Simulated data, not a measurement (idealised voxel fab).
This section sets out a process module, namely voxel self aligned contacts.
This is section cut - it's 245 nm across, gridded in 5 nm square cells.
Cross-section layout: square cells on a grid; listed as bands, top to bottom; a band spans one or more cell rows.
In this notation a band is specified by the heights of its top and bottom, in that order and in nm, after which its materials appear from left to right, each paired with its width in nm. The word "edge to edge" attached to a single material means that material fills the band from edge to edge; the word "empty" stands for empty space.
Counting heights begins at 0, where everything beneath is, in the wafer as received, one material. The lowest band has no bottom; it goes on downwards, as "0 nm and below" shows.
With a width like "30 to 40", each row of cells in the band differs from the next by the same amount, the top row carrying the first number and the bottom row the second.
Basically "no change occurred" means that step didn't change any cell in the cross-section.
So "Unvented voids" is basically the list of trapped voids: any empty space of 8 cells or more that can't reach the top through an opening. They're written width x height at distance, the distance being from the left edge, and it's all nm.
It should be noted that, on the line of a given step, the content following the step's settings is a remark produced by the simulator itself with respect to that step.
overlay nm: for a step with a mask, the amount by which the mask lay right of where it was planned; a negative amount means left of it.
-- Intended process steps
1. RECEIVE (material Si)
2. CONFORMAL_DEP (material SiO2; thk nm 5)
3. DIRECTIONAL_DEP (material polySi; thk nm 20)
4. DIRECTIONAL_DEP (material SiN; thk nm 20)
5. DIRECTIONAL_DEP (material aC; thk nm 10)
6. PATTERN (tone cover; mask id GATE; material resist; width nm 25; pitch nm 55; thk nm 25; overlay nm 0)
7. DIRECTIONAL_ETCH (etch materials aC; depth nm 10)
8. STRIP (etch materials resist)
9. DIRECTIONAL_ETCH (etch materials SiN; depth nm 20)
10. DIRECTIONAL_ETCH (etch materials polySi; depth nm 20)
11. STRIP (etch materials aC)
12. CONFORMAL_DEP (material SiN; thk nm 5)
13. DIRECTIONAL_ETCH (etch materials SiN; depth nm 5)
14. FILL_DEP (material SiO2; thk nm 15)
15. CMP (height nm 55)
16. MASKED_ETCH (tone open; mask id CONTACT; width nm 40; pitch nm 55; etch materials SiO2; depth nm 55; overlay nm 0)
17. CONFORMAL_DEP (material TiN; thk nm 5)
18. FILL_DEP (material Ru; thk nm 5)
19. CMP (height nm 55)
20. CONFORMAL_DEP (material SiCN; thk nm 5)
-- What follows covers the first of two wafers; it ran as planned
-- Received-state cross-section, reflecting completion of step 1
  0 nm and below = Si edge to edge
  Unvented voids: none
-- Presented here is a cross-section of the wafer after step 2 has been performed
  5 nm to 0 nm = SiO2 edge to edge
  Heights below 0 show no change.
-- Presented here is a cross-section of the wafer after step 3 has been performed
  25 nm to 5 nm = polySi edge to edge
  Heights below 5 show no change.
-- Presented here is a cross-section of the wafer after step 4 has been performed
  45 nm to 25 nm = SiN edge to edge
  Heights below 25 show no change.
-- Presented here is a cross-section of the wafer after step 5 has been performed
  55 nm to 45 nm = aC edge to edge
  Heights below 45 show no change.
-- Presented here is a cross-section of the wafer after step 6 has been performed
  80 nm to 55 nm = empty: 55  resist: 25  empty: 30  resist: 25  empty: 30  resist: 25  empty: 55
  Heights below 55 show no change.
-- Presented here is a cross-section of the wafer after step 7 has been performed
  70 nm to 55 nm = empty: 55  resist: 25  empty: 30  resist: 25  empty: 30  resist: 25  empty: 55
  55 nm to 45 nm = empty: 55  aC: 25  empty: 30  aC: 25  empty: 30  aC: 25  empty: 55
  Heights below 45 show no change.
-- Presented here is a cross-section of the wafer after step 8 has been performed
  55 nm to 45 nm = empty: 55  aC: 25  empty: 30  aC: 25  empty: 30  aC: 25  empty: 55
  Heights below 45 show no change.
-- Presented here is a cross-section of the wafer after step 9 has been performed
  55 nm to 45 nm = empty: 55  aC: 25  empty: 30  aC: 25  empty: 30  aC: 25  empty: 55
  45 nm to 25 nm = empty: 55  SiN: 25  empty: 30  SiN: 25  empty: 30  SiN: 25  empty: 55
  Heights below 25 show no change.
-- Presented here is a cross-section of the wafer after step 10 has been performed
  55 nm to 45 nm = empty: 55  aC: 25  empty: 30  aC: 25  empty: 30  aC: 25  empty: 55
  45 nm to 25 nm = empty: 55  SiN: 25  empty: 30  SiN: 25  empty: 30  SiN: 25  empty: 55
  25 nm to 5 nm = empty: 55  polySi: 25  empty: 30  polySi: 25  empty: 30  polySi: 25  empty: 55
  Heights below 5 show no change.
-- Presented here is a cross-section of the wafer after step 11 has been performed
  45 nm to 25 nm = empty: 55  SiN: 25  empty: 30  SiN: 25  empty: 30  SiN: 25  empty: 55
  Heights below 25 show no change.
-- Presented here is a cross-section of the wafer after step 12 has been performed
  50 nm to 25 nm = empty: 50  SiN: 35  empty: 20  SiN: 35  empty: 20  SiN: 35  empty: 50
  25 nm to 10 nm = empty: 50  SiN: 5  polySi: 25  SiN: 5  empty: 20  SiN: 5  polySi: 25  SiN: 5  empty: 20  SiN: 5  polySi: 25  SiN: 5  empty: 50
  10 nm to 5 nm = SiN: 55  polySi: 25  SiN: 30  polySi: 25  SiN: 30  polySi: 25  SiN: 55
  Heights below 5 show no change.
-- Presented here is a cross-section of the wafer after step 13 has been performed
  45 nm to 25 nm = empty: 50  SiN: 35  empty: 20  SiN: 35  empty: 20  SiN: 35  empty: 50
  25 nm to 5 nm = empty: 50  SiN: 5  polySi: 25  SiN: 5  empty: 20  SiN: 5  polySi: 25  SiN: 5  empty: 20  SiN: 5  polySi: 25  SiN: 5  empty: 50
  Heights below 5 show no change.
-- Presented here is a cross-section of the wafer after step 14 has been performed
  60 nm to 45 nm = SiO2 edge to edge
  45 nm to 25 nm = SiO2: 50  SiN: 35  SiO2: 20  SiN: 35  SiO2: 20  SiN: 35  SiO2: 50
  25 nm to 5 nm = SiO2: 50  SiN: 5  polySi: 25  SiN: 5  SiO2: 20  SiN: 5  polySi: 25  SiN: 5  SiO2: 20  SiN: 5  polySi: 25  SiN: 5  SiO2: 50
  Heights below 5 show no change.
-- Presented here is a cross-section of the wafer after step 15 has been performed
  55 nm to 45 nm = SiO2 edge to edge
  Heights below 45 show no change.
-- Presented here is a cross-section of the wafer after step 16 has been performed
  55 nm to 45 nm = SiO2: 75  empty: 40  SiO2: 15  empty: 40  SiO2: 75
  45 nm to 25 nm = SiO2: 50  SiN: 35  empty: 20  SiN: 35  empty: 20  SiN: 35  SiO2: 50
  25 nm to 5 nm = SiO2: 50  SiN: 5  polySi: 25  SiN: 5  empty: 20  SiN: 5  polySi: 25  SiN: 5  empty: 20  SiN: 5  polySi: 25  SiN: 5  SiO2: 50
  5 nm to 0 nm = SiO2: 85  empty: 20  SiO2: 35  empty: 20  SiO2: 85
  Heights below 0 show no change.
-- Presented here is a cross-section of the wafer after step 17 has been performed
  60 nm to 55 nm = TiN: 80  empty: 30  TiN: 25  empty: 30  TiN: 80
  55 nm to 45 nm = SiO2: 75  TiN: 5 to 15  empty: 30 to 10  TiN: 5 to 15  SiO2: 15  TiN: 5 to 15  empty: 30 to 10  TiN: 5 to 15  SiO2: 75
  45 nm to 25 nm = SiO2: 50  SiN: 35  TiN: 5  empty: 10  TiN: 5  SiN: 35  TiN: 5  empty: 10  TiN: 5  SiN: 35  SiO2: 50
  25 nm to 5 nm = SiO2: 50  SiN: 5  polySi: 25  SiN: 5  TiN: 5  empty: 10  TiN: 5  SiN: 5  polySi: 25  SiN: 5  TiN: 5  empty: 10  TiN: 5  SiN: 5  polySi: 25  SiN: 5  SiO2: 50
  5 nm to 0 nm = SiO2: 85  TiN: 20  SiO2: 35  TiN: 20  SiO2: 85
  Heights below 0 show no change.
-- Presented here is a cross-section of the wafer after step 18 has been performed
  65 nm to 60 nm = Ru edge to edge
  60 nm to 55 nm = TiN: 80  Ru: 30  TiN: 25  Ru: 30  TiN: 80
  55 nm to 45 nm = SiO2: 75  TiN: 5 to 15  Ru: 30 to 10  TiN: 5 to 15  SiO2: 15  TiN: 5 to 15  Ru: 30 to 10  TiN: 5 to 15  SiO2: 75
  45 nm to 25 nm = SiO2: 50  SiN: 35  TiN: 5  Ru: 10  TiN: 5  SiN: 35  TiN: 5  Ru: 10  TiN: 5  SiN: 35  SiO2: 50
  25 nm to 5 nm = SiO2: 50  SiN: 5  polySi: 25  SiN: 5  TiN: 5  Ru: 10  TiN: 5  SiN: 5  polySi: 25  SiN: 5  TiN: 5  Ru: 10  TiN: 5  SiN: 5  polySi: 25  SiN: 5  SiO2: 50
  Heights below 5 show no change.
-- Presented here is a cross-section of the wafer after step 19 has been performed
  55 nm to 45 nm = SiO2: 75  TiN: 5 to 15  Ru: 30 to 10  TiN: 5 to 15  SiO2: 15  TiN: 5 to 15  Ru: 30 to 10  TiN: 5 to 15  SiO2: 75
  Heights below 45 show no change.
-- Presented here is a cross-section of the wafer after step 20 has been performed
  60 nm to 55 nm = SiCN edge to edge
  Heights below 55 show no change.
-- Wafer two. Same start, same plan, one slip in execution. Same as wafer one through step 15, inclusive
-- The second wafer in cross-section, at the planned close of step 16
  55 nm to 45 nm = SiO2: 65  empty: 40  SiO2: 15  empty: 40  SiO2: 85
  45 nm to 25 nm = SiO2: 50  SiN: 35  empty: 20  SiN: 35  empty: 20  SiN: 35  SiO2: 50
  25 nm to 5 nm = SiO2: 50  SiN: 5  polySi: 25  SiN: 5  empty: 20  SiN: 5  polySi: 25  SiN: 5  empty: 20  SiN: 5  polySi: 25  SiN: 5  SiO2: 50
  5 nm to 0 nm = SiO2: 85  empty: 20  SiO2: 35  empty: 20  SiO2: 85
  Heights below 0 show no change.
-- The second wafer in cross-section, at the planned close of step 17
  60 nm to 55 nm = TiN: 70  empty: 30  TiN: 25  empty: 30  TiN: 90
  55 nm to 45 nm = SiO2: 65  TiN: 5 to 25  empty: 30 to 10  TiN: 5  SiO2: 15  TiN: 5 to 25  empty: 30 to 10  TiN: 5  SiO2: 85
  45 nm to 25 nm = SiO2: 50  SiN: 35  TiN: 5  empty: 10  TiN: 5  SiN: 35  TiN: 5  empty: 10  TiN: 5  SiN: 35  SiO2: 50
  25 nm to 5 nm = SiO2: 50  SiN: 5  polySi: 25  SiN: 5  TiN: 5  empty: 10  TiN: 5  SiN: 5  polySi: 25  SiN: 5  TiN: 5  empty: 10  TiN: 5  SiN: 5  polySi: 25  SiN: 5  SiO2: 50
  5 nm to 0 nm = SiO2: 85  TiN: 20  SiO2: 35  TiN: 20  SiO2: 85
  Heights below 0 show no change.
-- The second wafer in cross-section, at the planned close of step 18
  65 nm to 60 nm = Ru edge to edge
  60 nm to 55 nm = TiN: 70  Ru: 30  TiN: 25  Ru: 30  TiN: 90
  55 nm to 45 nm = SiO2: 65  TiN: 5 to 25  Ru: 30 to 10  TiN: 5  SiO2: 15  TiN: 5 to 25  Ru: 30 to 10  TiN: 5  SiO2: 85
  45 nm to 25 nm = SiO2: 50  SiN: 35  TiN: 5  Ru: 10  TiN: 5  SiN: 35  TiN: 5  Ru: 10  TiN: 5  SiN: 35  SiO2: 50
  25 nm to 5 nm = SiO2: 50  SiN: 5  polySi: 25  SiN: 5  TiN: 5  Ru: 10  TiN: 5  SiN: 5  polySi: 25  SiN: 5  TiN: 5  Ru: 10  TiN: 5  SiN: 5  polySi: 25  SiN: 5  SiO2: 50
  Heights below 5 show no change.
-- The second wafer in cross-section, at the planned close of step 19
  55 nm to 45 nm = SiO2: 65  TiN: 5 to 25  Ru: 30 to 10  TiN: 5  SiO2: 15  TiN: 5 to 25  Ru: 30 to 10  TiN: 5  SiO2: 85
  Heights below 45 show no change.
-- The second wafer in cross-section, at the planned close of step 20
  60 nm to 55 nm = SiCN edge to edge
  Heights below 55 show no change.
What broke from the plan during processing? for step 16, the planned setting was not used; the step was instead run as MASKED_ETCH (tone open; mask id CONTACT; width nm 40; pitch nm 55; etch materials SiO2; depth nm 55; overlay nm -10)
Same inventory, different map: at the end, the second wafer holds as many cells of each material as the first, placed elsewhere.
